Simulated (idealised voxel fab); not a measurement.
process module | voxel wiring stack
cross-section cut | 285 nm wide | cells 5 nm
A cross-section is a grid of square cells, given in bands from the top down. A band is one or more rows of cells.
Each band's line starts with the height of the band's top and of its bottom, in nm. Then come its materials from left to right, each with its width in nm. One material with "throughout" fills the band from edge to edge. "air" is empty space.
Height 0 is the level under which the wafer as received is all one material. The lowest band goes on downwards, as in "0 down".
A width such as "30 to 40" changes by the same amount from each row of cells to the next, from the band's top row to its bottom row.
"no change" after a step means that no cell of the cross-section changed.
closed voids: empty space of 8 cells or more with no open way to the top, each as width x height at its distance from the left edge, in nm
after a step's settings: what the simulator itself notes on the step
overlay nm, on a step with a mask: how far to the right of its planned place the mask lay; to the left if negative
plan
1 op RECEIVE | material Si
2 op CONFORMAL_DEP | material SiO2 | thk nm 15
3 op DIRECTIONAL_DEP | material TiN | thk nm 5
4 op DIRECTIONAL_DEP | material Ru | thk nm 15
5 op PATTERN | tone cover | mask id METAL_1 | material resist | width nm 30 | pitch nm 45 | thk nm 15 | overlay nm 0
6 op DIRECTIONAL_ETCH | etch materials Ru | depth nm 15
7 op DIRECTIONAL_ETCH | etch materials TiN | depth nm 5
8 op STRIP | etch materials resist
9 op CONFORMAL_DEP | material SiCN | thk nm 5
10 op FILL_DEP | material SiO2 | thk nm 10
11 op CMP | height nm 35
12 op CONFORMAL_DEP | material SiCN | thk nm 5
13 op DIRECTIONAL_DEP | material lowk | thk nm 20
14 op DIRECTIONAL_DEP | material aC | thk nm 10
15 op PATTERN | tone open | mask id PLUG_1 | material resist | width nm 15 | thk nm 25 | overlay nm 0
16 op DIRECTIONAL_ETCH | etch materials aC | depth nm 10
17 op STRIP | etch materials resist
18 op DIRECTIONAL_ETCH | etch materials lowk | depth nm 20
19 op DIRECTIONAL_ETCH | etch materials SiCN | depth nm 5
20 op STRIP | etch materials aC
21 op CONFORMAL_DEP | material TiN | thk nm 5
22 op FILL_DEP | material W | thk nm 10
23 op CMP | height nm 60
24 op CONFORMAL_DEP | material SiCN | thk nm 5
25 op DIRECTIONAL_DEP | material SiO2 | thk nm 15
26 op MASKED_ETCH | tone open | mask id METAL_2 | width nm 30 | pitch nm 45 | etch materials SiO2 | depth nm 15 | overlay nm 0
27 op MASKED_ETCH | tone open | mask id METAL_2 | width nm 30 | pitch nm 45 | etch materials SiCN | depth nm 5 | overlay nm 0
28 op CONFORMAL_DEP | material TiN | thk nm 5
29 op FILL_DEP | material Cu | thk nm 10
30 op CMP | height nm 80
31 op CONFORMAL_DEP | material SiCN | thk nm 5
32 op DIRECTIONAL_DEP | material lowk | thk nm 10
33 op MASKED_ETCH | tone open | mask id PLUG_2 | width nm 15 | etch materials lowk | depth nm 10 | overlay nm 0
34 op MASKED_ETCH | tone open | mask id PLUG_2 | width nm 15 | etch materials SiCN | depth nm 5 | overlay nm 0
35 op EPI | material Ru | thk nm 10
36 op EPI | material Ru | thk nm 5
37 op CONFORMAL_DEP | material SiN | thk nm 5
38 op DIRECTIONAL_DEP | material SiO2 | thk nm 15
39 op DIRECTIONAL_DEP | material aC | thk nm 15
40 op PATTERN | tone open | mask id METAL_3 | material resist | width nm 30 | pitch nm 45 | thk nm 35 | overlay nm 0
41 op DIRECTIONAL_ETCH | etch materials aC | depth nm 15
42 op STRIP | etch materials resist
43 op DIRECTIONAL_ETCH | etch materials SiO2 | depth nm 15
44 op DIRECTIONAL_ETCH | etch materials SiN | depth nm 5
45 op STRIP | etch materials aC
46 op CONFORMAL_DEP | material TiN | thk nm 5
47 op FILL_DEP | material Ru | thk nm 10
48 op CMP | height nm 115
49 op CONFORMAL_DEP | material SiCN | thk nm 5
50 op DIRECTIONAL_DEP | material lowk | thk nm 30
51 op PATTERN | tone open | mask id METAL_4_HOLES | material resist | width nm 15 | thk nm 20 | overlay nm 0
52 op DIRECTIONAL_ETCH | etch materials lowk | depth nm 30
53 op STRIP | etch materials resist
54 op PATTERN | tone open | mask id METAL_4 | material resist | width nm 30 | pitch nm 45 | thk nm 15 | overlay nm 0
55 op DIRECTIONAL_ETCH | etch materials lowk | depth nm 20
56 op DIRECTIONAL_ETCH | etch materials SiCN | depth nm 5
57 op STRIP | etch materials resist
58 op CONFORMAL_DEP | material TiN | thk nm 5
59 op FILL_DEP | material Cu | thk nm 5
60 op CMP | height nm 150
61 op CONFORMAL_DEP | material SiN | thk nm 5
as received, after step 1
  0 down: Si throughout
  closed voids: none
first wafer at the end, as planned
  155 to 150: SiN throughout
  150 to 135: lowk 105 | TiN 5 | Cu 20 | TiN 5 | lowk 15 | TiN 5 | Cu 20 | TiN 5 | lowk 105
  135 to 130: lowk 105 | TiN 5 | Cu 5 | TiN 20 | lowk 15 | TiN 30 | lowk 105
  130 to 120: lowk 105 | TiN 5 | Cu 5 | TiN 5 | lowk 165
  120 to 115: SiCN 105 | TiN 15 | SiCN 165
  115 to 100: SiO2 105 | TiN 5 | Ru 20 | TiN 5 | SiO2 15 | TiN 5 | Ru 20 | TiN 5 | SiO2 105
  100 to 95: SiN 105 | TiN 30 | SiN 15 | TiN 30 | SiN 105
  95 to 85: lowk 105 | Ru 15 | lowk 165
  85 to 80: SiCN 105 | Ru 15 | SiCN 165
  80 to 65: SiO2 105 | TiN 5 | Cu 20 | TiN 5 | SiO2 15 | TiN 5 | Cu 20 | TiN 5 | SiO2 105
  65 to 60: SiCN 105 | TiN 30 | SiCN 15 | TiN 30 | SiCN 105
  60 to 40: lowk 105 | TiN 5 | W 5 | TiN 5 | lowk 165
  40 to 35: SiCN 105 | TiN 15 | SiCN 165
  35 to 20: SiO2 100 | SiCN 5 | Ru 30 | SiCN 5 | SiO2 5 | SiCN 5 | Ru 30 | SiCN 5 | SiO2 100
  20 to 15: SiCN 105 | TiN 30 | SiCN 15 | TiN 30 | SiCN 105
  15 to 0: SiO2 throughout
  0 down: Si throughout
  closed voids: none
second wafer at the end: like start, like plan, one mistake
  145 to 140: SiN throughout
  140 to 135: lowk 105 | TiN 5 | Cu 20 | TiN 5 | lowk 15 | TiN 5 | Cu 20 | TiN 5 | lowk 105
  135 to 130: lowk 105 | TiN 5 | Cu 5 | TiN 20 | lowk 15 | TiN 30 | lowk 105
  130 to 120: lowk 105 | TiN 5 | Cu 5 | TiN 5 | lowk 165
  120 to 115: SiCN 105 | TiN 15 | SiCN 165
  115 to 100: SiO2 105 | TiN 5 | Ru 20 | TiN 5 | SiO2 15 | TiN 5 | Ru 20 | TiN 5 | SiO2 105
  100 to 95: SiN 105 | TiN 30 | SiN 15 | TiN 30 | SiN 105
  95 to 85: lowk 105 | Ru 15 | lowk 165
  85 to 80: SiCN 105 | Ru 15 | SiCN 165
  80 to 65: SiO2 105 | TiN 5 | Cu 20 | TiN 5 | SiO2 15 | TiN 5 | Cu 20 | TiN 5 | SiO2 105
  65 to 60: SiCN 105 | TiN 30 | SiCN 15 | TiN 30 | SiCN 105
  60 to 40: lowk 105 | TiN 5 | W 5 | TiN 5 | lowk 165
  40 to 35: SiCN 105 | TiN 15 | SiCN 165
  35 to 20: SiO2 100 | SiCN 5 | Ru 30 | SiCN 5 | SiO2 5 | SiCN 5 | Ru 30 | SiCN 5 | SiO2 100
  20 to 15: SiCN 105 | TiN 30 | SiCN 15 | TiN 30 | SiCN 105
  15 to 0: SiO2 throughout
  0 down: Si throughout
  closed voids: none
what went wrong: step 60 ran as: op CMP | height nm 140
at the end the second wafer has, in cells: 16 fewer of Cu | 8 fewer of TiN | 90 fewer of lowk
